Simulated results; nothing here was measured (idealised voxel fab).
process module | voxel tone inversion
cross-section cut | 200 nm wide | cells 5 nm
A cross-section is a grid of square cells, given in bands from the top down. A band is one or more rows of cells.
Each band's line starts with the height of the band's top and of its bottom, in nm. Then come its materials from left to right, each with its width in nm. One material with "throughout" fills the band from edge to edge. "air" is empty space.
Height 0 is the level under which the wafer as received is all one material. The lowest band goes on downwards, as in "0 down".
A width such as "30 to 40" changes by the same amount from each row of cells to the next, from the band's top row to its bottom row.
"no change" after a step means that no cell of the cross-section changed.
closed voids: empty space of 8 cells or more with no open way to the top, each as width x height at its distance from the left edge, in nm
after a step's settings: what the simulator itself notes on the step
overlay nm, on a step with a mask: how far to the right of its planned place the mask lay; to the left if negative
plan
1 op RECEIVE | material Si
2 op CONFORMAL_DEP | material SiCN | thk nm 10
3 op DIRECTIONAL_DEP | material polySi | thk nm 15
4 op PATTERN | tone cover | mask id POSTS | material resist | width nm 25 | pitch nm 55 | thk nm 25 | overlay nm 0
5 op DIRECTIONAL_ETCH | etch materials polySi | depth nm 15
6 op STRIP | etch materials resist
7 op FILL_DEP | material lowk | thk nm 5
8 op CMP | height nm 25
9 op STRIP | etch materials polySi
10 op CONFORMAL_DEP | material TiN | thk nm 5
11 op FILL_DEP | material Ru | thk nm 10
12 op CMP | height nm 25
13 op CONFORMAL_DEP | material SiN | thk nm 5
as received, after step 1
  0 down: Si throughout
  closed voids: none
first wafer at the end, as planned
  30 to 25: SiN throughout
  25 to 15: lowk 30 | TiN 5 | Ru 15 | TiN 5 | lowk 30 | TiN 5 | Ru 15 | TiN 5 | lowk 30 | TiN 5 | Ru 15 | TiN 5 | lowk 35
  15 to 10: lowk 30 | TiN 25 | lowk 30 | TiN 25 | lowk 30 | TiN 25 | lowk 35
  10 to 0: SiCN throughout
  0 down: Si throughout
  closed voids: none
second wafer at the end: like start, like plan, one mistake
  30 to 25: SiN throughout
  25 to 15: SiCN throughout
  15 to 0: polySi throughout
  0 down: Si throughout
  closed voids: none
what went wrong: steps 2 and 3 were swapped
at the end the second wafer has, in cells: 18 fewer of Ru | 27 fewer of TiN | 75 fewer of lowk | 120 more of polySi
